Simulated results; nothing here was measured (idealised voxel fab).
Module name: voxel capacitor over wiring (process module)
Section shown: cut. Width: 255 nm. Cell size: 5 nm, square.
A cross-section in this document is a grid of square cells, and it is written down as bands, the top band listed before the ones below it; a band is made up of one or more rows of cells.
Each band's line starts with the height of the band's top and of its bottom, in nm. Then come its materials from left to right, each with its width in nm. One material with "full width" fills the band from edge to edge. "empty" is empty space.
Basically, 0 is our baseline, since under it the wafer straight out of the box is all one material. The bottom band has no lower end and keeps on going down, so it looks like "top 0, no bottom".
Quick explanation for "30 to 40": the width changes in equal steps down the rows of cells, from the first number in the band's top row to the second number in its bottom row.
Step note "all unchanged" = no cross-section cell changed.
"Sealed internal voids" enumerates empty spaces isolated from the top, with no open way to it, that contain at least 8 cells, giving each as width x height at distance from the left edge, all three in nm.
On each step's line, the part that comes after the settings is the simulator's own comment on the step.
What "overlay nm" on a step's line means: if the step has a mask, that mask lay this far to the right of its planned place, or, when the value is negative, to the left.

So here's the lineup of process steps we planned:
1: RECEIVE | material Si
2: CONFORMAL_DEP | material SiO2 | thk nm 10
3: CONFORMAL_DEP | material SiCN | thk nm 5
4: DIRECTIONAL_DEP | material lowk | thk nm 20
5: DIRECTIONAL_DEP | material aC | thk nm 10
6: PATTERN | tone open | mask id METAL_1 | material resist | width nm 30 | pitch nm 80 | thk nm 25 | overlay nm 0
7: DIRECTIONAL_ETCH | etch materials aC | depth nm 10
8: STRIP | etch materials resist
9: DIRECTIONAL_ETCH | etch materials lowk | depth nm 20
10: DIRECTIONAL_ETCH | etch materials SiCN | depth nm 5
11: STRIP | etch materials aC
12: CONFORMAL_DEP | material TiN | thk nm 5
13: FILL_DEP | material Cu | thk nm 5
14: CMP | height nm 35
15: CONFORMAL_DEP | material SiCN | thk nm 5
16: DIRECTIONAL_DEP | material lowk | thk nm 10
17: MASKED_ETCH | tone open | mask id PLUG_1 | width nm 15 | etch materials lowk | depth nm 10 | overlay nm 0
18: MASKED_ETCH | tone open | mask id PLUG_1 | width nm 15 | etch materials SiCN | depth nm 5 | overlay nm 0
19: EPI | material Ru | thk nm 10
20: EPI | material Ru | thk nm 5
21: DIRECTIONAL_DEP | material TiN | thk nm 10
22: DIRECTIONAL_DEP | material Al2O3 | thk nm 5
23: DIRECTIONAL_DEP | material TiN | thk nm 10
24: PATTERN | tone cover | mask id UPPER_PLATE | material resist | width nm 55 | thk nm 20 | overlay nm -15
25: DIRECTIONAL_ETCH | etch materials TiN | depth nm 10
26: DIRECTIONAL_ETCH | etch materials Al2O3 | depth nm 5
27: STRIP | etch materials resist
28: MASKED_ETCH | tone cover | mask id LOWER_PLATE | width nm 65 | etch materials TiN | depth nm 10 | overlay nm 0
29: FILL_DEP | material SiO2 | thk nm 15
30: CMP | height nm 85
31: MASKED_ETCH | tone open | mask id PLUG_2 | width nm 15 | etch materials SiO2 | depth nm 10 | overlay nm 0
32: CONFORMAL_DEP | material TiN | thk nm 5
33: FILL_DEP | material Ru | thk nm 5
34: CMP | height nm 85
35: CONFORMAL_DEP | material SiN | thk nm 5
The plan shows the overlay nm of step 24 as the first wafer had it; this setting differs between the wafers, which start out alike.

First wafer of several, as received: cross-section after step 1:
	top 0, no bottom = Si full width
	Sealed internal voids: none

Each wafer at the end: cells of each material gained (+) or lost (-) since it was received, then its closed voids:
overlay nm -15, +11 Al2O3, +32 Cu, +10 Ru, +87 SiCN, +51 SiN, +394 SiO2, +81 TiN, +252 lowk, Sealed internal voids: none
overlay nm -10, +11 Al2O3, +32 Cu, +10 Ru, +87 SiCN, +51 SiN, +394 SiO2, +81 TiN, +252 lowk, Sealed internal voids: none
overlay nm -5, +11 Al2O3, +32 Cu, +10 Ru, +87 SiCN, +51 SiN, +394 SiO2, +81 TiN, +252 lowk, Sealed internal voids: none
overlay nm 0, +11 Al2O3, +32 Cu, +10 Ru, +87 SiCN, +51 SiN, +394 SiO2, +81 TiN, +252 lowk, Sealed internal voids: none
overlay nm 5, +11 Al2O3, +32 Cu, +10 Ru, +87 SiCN, +51 SiN, +394 SiO2, +81 TiN, +252 lowk, Sealed internal voids: none
overlay nm 10, +11 Al2O3, +32 Cu, +10 Ru, +87 SiCN, +51 SiN, +394 SiO2, +81 TiN, +252 lowk, Sealed internal voids: none
overlay nm 15, +11 Al2O3, +32 Cu, +10 Ru, +87 SiCN, +51 SiN, +394 SiO2, +81 TiN, +252 lowk, Sealed internal voids: none
